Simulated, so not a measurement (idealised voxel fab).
A process module follows: voxel lift off.
Xsec cut, 240 nm wide, square cell size 5 nm.
Throughout this document, each cross-section is represented as a grid of square cells and is presented as a sequence of bands enumerated from the top downward, where a band comprises one or more rows of cells. It is stipulated that each band's entry specify, in nanometres, the height of the top of the band and then that of its bottom, followed by the materials of the band in left-to-right sequence, each together with its width in nanometres. A single material marked by the word "edge to edge" is understood to fill the band from edge to edge; the word "empty" is understood to denote empty space. Heights are expressed relative to 0, this being the level below which the as-received wafer comprises one material exclusively. The lowest band is unbounded in the downward direction and is denoted as in "0 down". With a width like "30 to 40", each row of cells in the band differs from the next by the same amount, the top row carrying the first number and the bottom row the second. Step marked "same as before"? Then no cell in the cross-section changed in it. You'll see "Closed cavity list" listing empty spaces that have no way open to the top, as long as they're 8 cells or more; the notation is width x height at distance, where the distance is from the left edge, and all of it is in nm. Text after the settings on a step's line: the simulator's own remark on that step. overlay nm: mask offset rightward from planned place, masked step; negative means leftward offset.

# List of planned process steps
1: RECEIVE: material Si
2: CONFORMAL_DEP: material Al2O3, thk nm 5
3: PATTERN: tone open, mask id LINES, material resist, width nm 25, pitch nm 55, thk nm 20, overlay nm 0
4: DIRECTIONAL_DEP: material Ru, thk nm 5
5: STRIP: etch materials resist
6: CONFORMAL_DEP: material SiN, thk nm 10

# What follows covers the first of two wafers; it ran as planned

# Cross-sectional view of the wafer in its as-received condition, corresponding to the state after step 1
0 down | Si edge to edge
Closed cavity list: none

# How the wafer stands in section after step 2
5 to 0 | Al2O3 edge to edge
For the remainder of the cross-section, below 0, there is no change.

# How the wafer stands in section after step 3
25 to 5 | resist 80 nm / empty 25 nm / resist 30 nm / empty 25 nm / resist 80 nm
For the remainder of the cross-section, below 5, there is no change.

# How the wafer stands in section after step 4
30 to 25 | Ru 80 nm / empty 25 nm / Ru 30 nm / empty 25 nm / Ru 80 nm
25 to 10 | resist 80 nm / empty 25 nm / resist 30 nm / empty 25 nm / resist 80 nm
10 to 5 | resist 80 nm / Ru 25 nm / resist 30 nm / Ru 25 nm / resist 80 nm
For the remainder of the cross-section, below 5, there is no change.

# How the wafer stands in section after step 5
10 to 5 | empty 80 nm / Ru 25 nm / empty 30 nm / Ru 25 nm / empty 80 nm
For the remainder of the cross-section, below 5, there is no change.

# How the wafer stands in section after step 6
20 to 15 | empty 70 nm / SiN 45 nm / empty 10 nm / SiN 45 nm / empty 70 nm
15 to 10 | SiN edge to edge
10 to 5 | SiN 80 nm / Ru 25 nm / SiN 30 nm / Ru 25 nm / SiN 80 nm
For the remainder of the cross-section, below 5, there is no change.

# What follows concerns the second wafer, which started out like the first and was meant to follow the very same plan; one mistake crept in when it was run, but everything up to and including step 2 is the same as for the first wafer

# At the planned end of step 3, the second wafer in cross-section
25 to 5 | empty 80 nm / resist 25 nm / empty 30 nm / resist 25 nm / empty 80 nm
For the remainder of the cross-section, below 5, there is no change.

# At the planned end of step 4, the second wafer in cross-section
30 to 25 | empty 80 nm / Ru 25 nm / empty 30 nm / Ru 25 nm / empty 80 nm
25 to 10 | empty 80 nm / resist 25 nm / empty 30 nm / resist 25 nm / empty 80 nm
10 to 5 | Ru 80 nm / resist 25 nm / Ru 30 nm / resist 25 nm / Ru 80 nm
For the remainder of the cross-section, below 5, there is no change.

# At the planned end of step 5, the second wafer in cross-section
10 to 5 | Ru 80 nm / empty 25 nm / Ru 30 nm / empty 25 nm / Ru 80 nm
For the remainder of the cross-section, below 5, there is no change.

# At the planned end of step 6, the second wafer in cross-section
20 to 15 | SiN 90 nm / empty 5 nm / SiN 50 nm / empty 5 nm / SiN 90 nm
15 to 10 | SiN edge to edge
10 to 5 | Ru 80 nm / SiN 25 nm / Ru 30 nm / SiN 25 nm / Ru 80 nm
For the remainder of the cross-section, below 5, there is no change.
The mistake made against the process plan was this: step 3 was not run as planned; what actually ran was PATTERN: tone cover, mask id LINES, material resist, width nm 25, pitch nm 55, thk nm 20, overlay nm 0
It is noted that, at the conclusion of processing, the second wafer exhibits a higher or lower cell count for certain materials relative to the first: Ru +28
